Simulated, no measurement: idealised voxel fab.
Documented hereafter: the process module known as voxel spacer lines.
Pictured: cross-section cut, 160 nm wide, on a grid of 5 nm square cells.
Cross-section format: a grid of square cells, given as bands from top to bottom; each band is one or more rows of cells.
It is stipulated that each band's entry specify, in nanometres, the height of the top of the band and then that of its bottom, followed by the materials of the band in left-to-right sequence, each together with its width in nanometres. A single material marked by the word "full width" is understood to fill the band from edge to edge; the word "air" is understood to denote empty space.
It should be noted that heights are counted from 0, beneath which the wafer as supplied is of one material throughout, and that the lowest band possesses no lower boundary but continues downward, as written in "0 nm and below".
So if you see something like "30..40" for the width, read it as the top row of the band sitting at the first number and the bottom row at the second, with every row in between moving by the same amount as the last.
What does "remains unaltered" mean for a step? It means no cell of the cross-section changed in that step.
Each empty space that has no open way to the top and spans at least 8 cells appears under "Sealed cavities" as width x height at distance, the distance counted from the left edge, all in nm.
Step line, after settings: the simulator's comment on this step.
On any step carrying a mask, the "overlay nm" setting, if present on the step's line, tells how far right of its planned place the mask lay; negative values point to the left.

Planned process steps
1. RECEIVE with material Si
2. CONFORMAL_DEP with material Al2O3, thk nm 5
3. DIRECTIONAL_DEP with material polySi, thk nm 20
4. DIRECTIONAL_DEP with material aC, thk nm 20
5. PATTERN with tone cover, mask id MANDREL, material resist, width nm 25, pitch nm 80, thk nm 30, overlay nm 0
6. DIRECTIONAL_ETCH with etch materials aC, depth nm 20
7. STRIP with etch materials resist
8. CONFORMAL_DEP with material SiN, thk nm 15
9. DIRECTIONAL_ETCH with etch materials SiN, depth nm 15
10. STRIP with etch materials aC
11. DIRECTIONAL_ETCH with etch materials polySi, depth nm 20
12. STRIP with etch materials SiN

The first of a set of two wafers, run to plan

Cross-section of the wafer upon arrival, representing the state reached after step 1
> 0 nm and below | Si full width
> Sealed cavities: none

After step 2
> 5 nm to 0 nm | Al2O3 full width
> Anything lower than 0 is untouched.

After step 3
> 25 nm to 5 nm | polySi full width
> Anything lower than 5 is untouched.

After step 4
> 45 nm to 25 nm | aC full width
> Anything lower than 25 is untouched.

After step 5
> 75 nm to 45 nm | air (25), then resist (25), then air (55), then resist (25), then air (30)
> Anything lower than 45 is untouched.

After step 6
> 55 nm to 45 nm | air (25), then resist (25), then air (55), then resist (25), then air (30)
> 45 nm to 25 nm | air (25), then aC (25), then air (55), then aC (25), then air (30)
> Anything lower than 25 is untouched.

After step 7
> 45 nm to 25 nm | air (25), then aC (25), then air (55), then aC (25), then air (30)
> Anything lower than 25 is untouched.

After step 8
> 60 nm to 45 nm | air (10), then SiN (55), then air (25), then SiN (55), then air (15)
> 45 nm to 40 nm | air (10), then SiN (15), then aC (25), then SiN (15), then air (25), then SiN (15), then aC (25), then SiN (15), then air (15)
> 40 nm to 25 nm | SiN (25), then aC (25), then SiN (55), then aC (25), then SiN (30)
> Anything lower than 25 is untouched.

After step 9
> 45 nm to 25 nm | air (10), then SiN (15), then aC (25), then SiN (15), then air (25), then SiN (15), then aC (25), then SiN (15), then air (15)
> Anything lower than 25 is untouched.

After step 10
> 45 nm to 25 nm | air (10), then SiN (15), then air (25), then SiN (15), then air (25), then SiN (15), then air (25), then SiN (15), then air (15)
> Anything lower than 25 is untouched.

After step 11
> 45 nm to 25 nm | air (10), then SiN (15), then air (25), then SiN (15), then air (25), then SiN (15), then air (25), then SiN (15), then air (15)
> 25 nm to 5 nm | air (10), then polySi (15), then air (25), then polySi (15), then air (25), then polySi (15), then air (25), then polySi (15), then air (15)
> Anything lower than 5 is untouched.

After step 12
> 25 nm to 5 nm | air (10), then polySi (15), then air (25), then polySi (15), then air (25), then polySi (15), then air (25), then polySi (15), then air (15)
> Anything lower than 5 is untouched.

Notes, second wafer: start = first wafer's, plan = first wafer's, execution had one mistake; history identical to first through step 4

Cross-section, second wafer, at the end time the plan gives for step 5
> 75 nm to 45 nm | air (30), then resist (15), then air (65), then resist (15), then air (35)
> Anything lower than 45 is untouched.

Cross-section, second wafer, at the end time the plan gives for step 6
> 55 nm to 45 nm | air (30), then resist (15), then air (65), then resist (15), then air (35)
> 45 nm to 25 nm | air (30), then aC (15), then air (65), then aC (15), then air (35)
> Anything lower than 25 is untouched.

Cross-section, second wafer, at the end time the plan gives for step 7
> 45 nm to 25 nm | air (30), then aC (15), then air (65), then aC (15), then air (35)
> Anything lower than 25 is untouched.

Cross-section, second wafer, at the end time the plan gives for step 8
> 60 nm to 45 nm | air (15), then SiN (45), then air (35), then SiN (45), then air (20)
> 45 nm to 40 nm | air (15), then SiN (15), then aC (15), then SiN (15), then air (35), then SiN (15), then aC (15), then SiN (15), then air (20)
> 40 nm to 25 nm | SiN (30), then aC (15), then SiN (65), then aC (15), then SiN (35)
> Anything lower than 25 is untouched.

Cross-section, second wafer, at the end time the plan gives for step 9
> 45 nm to 25 nm | air (15), then SiN (15), then aC (15), then SiN (15), then air (35), then SiN (15), then aC (15), then SiN (15), then air (20)
> Anything lower than 25 is untouched.

Cross-section, second wafer, at the end time the plan gives for step 10
> 45 nm to 25 nm | air (15), then SiN (15), then air (15), then SiN (15), then air (35), then SiN (15), then air (15), then SiN (15), then air (20)
> Anything lower than 25 is untouched.

Cross-section, second wafer, at the end time the plan gives for step 11
> 45 nm to 25 nm | air (15), then SiN (15), then air (15), then SiN (15), then air (35), then SiN (15), then air (15), then SiN (15), then air (20)
> 25 nm to 5 nm | air (15), then polySi (15), then air (15), then polySi (15), then air (35), then polySi (15), then air (15), then polySi (15), then air (20)
> Anything lower than 5 is untouched.

Cross-section, second wafer, at the end time the plan gives for step 12
> 25 nm to 5 nm | air (15), then polySi (15), then air (15), then polySi (15), then air (35), then polySi (15), then air (15), then polySi (15), then air (20)
> Anything lower than 5 is untouched.
Short version of what went wrong: so step 5 ended up running with a different setting than we planned, it ran as PATTERN with tone cover, mask id MANDREL, material resist, width nm 15, pitch nm 80, thk nm 30, overlay nm 0
Heads up: at the end the two wafers have identical cell counts per material, they're just laid out differently.
